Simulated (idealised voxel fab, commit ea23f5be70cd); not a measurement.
process module | voxel capacitor over wiring
cross-section cut | 145 nm wide | cells 5 nm
A cross-section is a grid of square cells, given in bands from the top down. A band is one or more rows of cells.
Each band's line starts with the height of the band's top and of its bottom, in nm. Then come its materials from left to right, each with its width in nm. One material with "throughout" fills the band from edge to edge. "air" is empty space.
Height 0 is the level under which the wafer as received is all one material. The lowest band goes on downwards, as in "0 down".
A width such as "30 to 40" changes by the same amount from each row of cells to the next, from the band's top row to its bottom row.
"no change" after a step means that no cell of the cross-section changed.
closed voids: empty space of 8 cells or more with no open way to the top, each as width x height at its distance from the left edge, in nm
after a step's settings: what the simulator itself notes on the step
overlay nm, on a step with a mask: how far to the right of its planned place the mask lay; to the left if negative
plan
1 op RECEIVE | material Si
2 op CONFORMAL_DEP | material SiO2 | thk nm 15
3 op DIRECTIONAL_DEP | material TiN | thk nm 5
4 op DIRECTIONAL_DEP | material W | thk nm 15
5 op DIRECTIONAL_DEP | material aC | thk nm 10
6 op PATTERN | tone cover | mask id METAL_1 | material resist | width nm 30 | pitch nm 85 | thk nm 30 | overlay nm 0
7 op DIRECTIONAL_ETCH | etch materials aC | depth nm 10
8 op STRIP | etch materials resist
9 op DIRECTIONAL_ETCH | etch materials W | depth nm 15
10 op DIRECTIONAL_ETCH | etch materials TiN | depth nm 5
11 op STRIP | etch materials aC
12 op FILL_DEP | material lowk | thk nm 5
13 op CMP | height nm 35
14 op CONFORMAL_DEP | material SiCN | thk nm 5
15 op DIRECTIONAL_DEP | material lowk | thk nm 20
16 op PATTERN | tone open | mask id PLUG_1 | material resist | width nm 15 | thk nm 15 | overlay nm 0
17 op DIRECTIONAL_ETCH | etch materials lowk | depth nm 20
18 op DIRECTIONAL_ETCH | etch materials SiCN | depth nm 5
19 op STRIP | etch materials resist
20 op EPI | material Ru | thk nm 10
21 op EPI | material Ru | thk nm 10
22 op EPI | material Ru | thk nm 5
23 op DIRECTIONAL_DEP | material TiN | thk nm 5
24 op DIRECTIONAL_DEP | material HfO2 | thk nm 5
25 op DIRECTIONAL_DEP | material TiN | thk nm 10
26 op MASKED_ETCH | tone cover | mask id UPPER_PLATE | width nm 60 | etch materials TiN | depth nm 10 | overlay nm 0
27 op MASKED_ETCH | tone cover | mask id UPPER_PLATE | width nm 60 | etch materials HfO2 | depth nm 5 | overlay nm 0
28 op DIRECTIONAL_DEP | material aC | thk nm 15
29 op PATTERN | tone cover | mask id LOWER_PLATE | material resist | width nm 70 | thk nm 30 | overlay nm 0
30 op DIRECTIONAL_ETCH | etch materials aC | depth nm 15
31 op STRIP | etch materials resist
32 op DIRECTIONAL_ETCH | etch materials TiN | depth nm 5
33 op STRIP | etch materials aC
34 op FILL_DEP | material SiO2 | thk nm 20
35 op CMP | height nm 95
36 op DIRECTIONAL_DEP | material aC | thk nm 15
37 op PATTERN | tone open | mask id PLUG_2 | material resist | width nm 15 | thk nm 30 | overlay nm 0
38 op DIRECTIONAL_ETCH | etch materials aC | depth nm 15
39 op STRIP | etch materials resist
40 op DIRECTIONAL_ETCH | etch materials SiO2 | depth nm 15
41 op STRIP | etch materials aC
42 op CONFORMAL_DEP | material TiN | thk nm 5
43 op FILL_DEP | material Ru | thk nm 5
44 op CMP | height nm 95
45 op CONFORMAL_DEP | material SiCN | thk nm 5
as received, after step 1
  0 down: Si throughout
  closed voids: none
first wafer at the end, as planned
  100 to 95: SiCN throughout
  95 to 85: SiO2 40 | TiN 5 | Ru 5 | TiN 5 | SiO2 90
  85 to 80: SiO2 40 | TiN 15 | SiO2 90
  80 to 70: SiO2 30 | TiN 60 | SiO2 55
  70 to 65: SiO2 30 | HfO2 60 | SiO2 55
  65 to 60: SiO2 25 | TiN 70 | SiO2 50
  60 to 40: lowk 30 | Ru 15 | lowk 100
  40 to 35: SiCN 30 | Ru 15 | SiCN 100
  35 to 20: lowk 15 | W 30 | lowk 55 | W 30 | lowk 15
  20 to 15: lowk 15 | TiN 30 | lowk 55 | TiN 30 | lowk 15
  15 to 0: SiO2 throughout
  0 down: Si throughout
  closed voids: none
second wafer at the end: like start, like plan, one mistake
  100 to 95: SiCN throughout
  95 to 80: SiO2 30 | lowk 60 | SiO2 55
  80 to 70: lowk 30 | TiN 60 | lowk 55
  70 to 65: lowk 30 | HfO2 60 | lowk 55
  65 to 60: TiN throughout
  60 to 40: lowk 30 | Ru 15 | lowk 100
  40 to 35: SiCN 30 | Ru 15 | SiCN 100
  35 to 20: lowk 15 | W 30 | lowk 55 | W 30 | lowk 15
  20 to 15: lowk 15 | TiN 30 | lowk 55 | TiN 30 | lowk 15
  15 to 0: SiO2 throughout
  0 down: Si throughout
  closed voids: none
what went wrong: step 28 ran as: op DIRECTIONAL_DEP | material lowk | thk nm 15
at the end the second wafer has, in cells: 2 fewer of Ru | 93 fewer of SiO2 | 8 more of TiN | 87 more of lowk
